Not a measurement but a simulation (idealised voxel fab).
process module | voxel self aligned vias
cross-section cut | 220 nm wide | cells 5 nm
A cross-section is a grid of square cells, given in bands from the top down. A band is one or more rows of cells.
Each band's line starts with the height of the band's top and of its bottom, in nm. Then come its materials from left to right, each with its width in nm. One material with "throughout" fills the band from edge to edge. "air" is empty space.
Height 0 is the level under which the wafer as received is all one material. The lowest band goes on downwards, as in "0 down".
A width such as "30 to 40" changes by the same amount from each row of cells to the next, from the band's top row to its bottom row.
"no change" after a step means that no cell of the cross-section changed.
closed voids: empty space of 8 cells or more with no open way to the top, each as width x height at its distance from the left edge, in nm
after a step's settings: what the simulator itself notes on the step
overlay nm, on a step with a mask: how far to the right of its planned place the mask lay; to the left if negative
plan
1 op RECEIVE | material Si
2 op CONFORMAL_DEP | material SiO2 | thk nm 10
3 op CONFORMAL_DEP | material SiCN | thk nm 5
4 op DIRECTIONAL_DEP | material SiO2 | thk nm 20
5 op MASKED_ETCH | tone open | mask id LINES | width nm 25 | pitch nm 65 | etch materials SiO2 | depth nm 20 | overlay nm 0
6 op CONFORMAL_DEP | material TiN | thk nm 5
7 op FILL_DEP | material W | thk nm 10
8 op CMP | height nm 35
9 op SELECTIVE_ETCH | etch materials W Ru TiN | depth nm 5
10 op FILL_DEP | material SiN | thk nm 5
11 op CMP | height nm 35
12 op DIRECTIONAL_DEP | material SiO2 | thk nm 15
13 op MASKED_ETCH | tone open | mask id VIAS | width nm 35 | etch materials SiO2 | depth nm 15 | overlay nm 0
14 op MASKED_ETCH | tone open | mask id VIAS | width nm 35 | etch materials SiN | depth nm 5 | overlay nm 0
15 op CONFORMAL_DEP | material TiN | thk nm 5
16 op FILL_DEP | material Cu | thk nm 5
17 op CMP | height nm 50
18 op CONFORMAL_DEP | material SiCN | thk nm 5
as received, after step 1
  0 down: Si throughout
  closed voids: none
a wafer at the end: this start, this plan, one mistake
  55 to 50: SiCN throughout
  50 to 40: SiO2 60 | TiN 5 | Cu 25 | TiN 5 | SiO2 125
  40 to 35: SiO2 60 | TiN 35 | SiO2 125
  35 to 30: SiN 60 | TiN 5 | SiO2 25 | TiN 5 | SiN 35 | SiO2 25 | SiN 65
  30 to 20: W 60 | TiN 5 | SiO2 25 | TiN 5 | W 30 | TiN 5 | SiO2 25 | TiN 5 | W 60
  20 to 15: TiN 65 | SiO2 25 | TiN 40 | SiO2 25 | TiN 65
  15 to 10: SiCN throughout
  10 to 0: SiO2 throughout
  0 down: Si throughout
  closed voids: none
what went wrong: step 5 ran as: op MASKED_ETCH | tone cover | mask id LINES | width nm 25 | pitch nm 65 | etch materials SiO2 | depth nm 20 | overlay nm 0
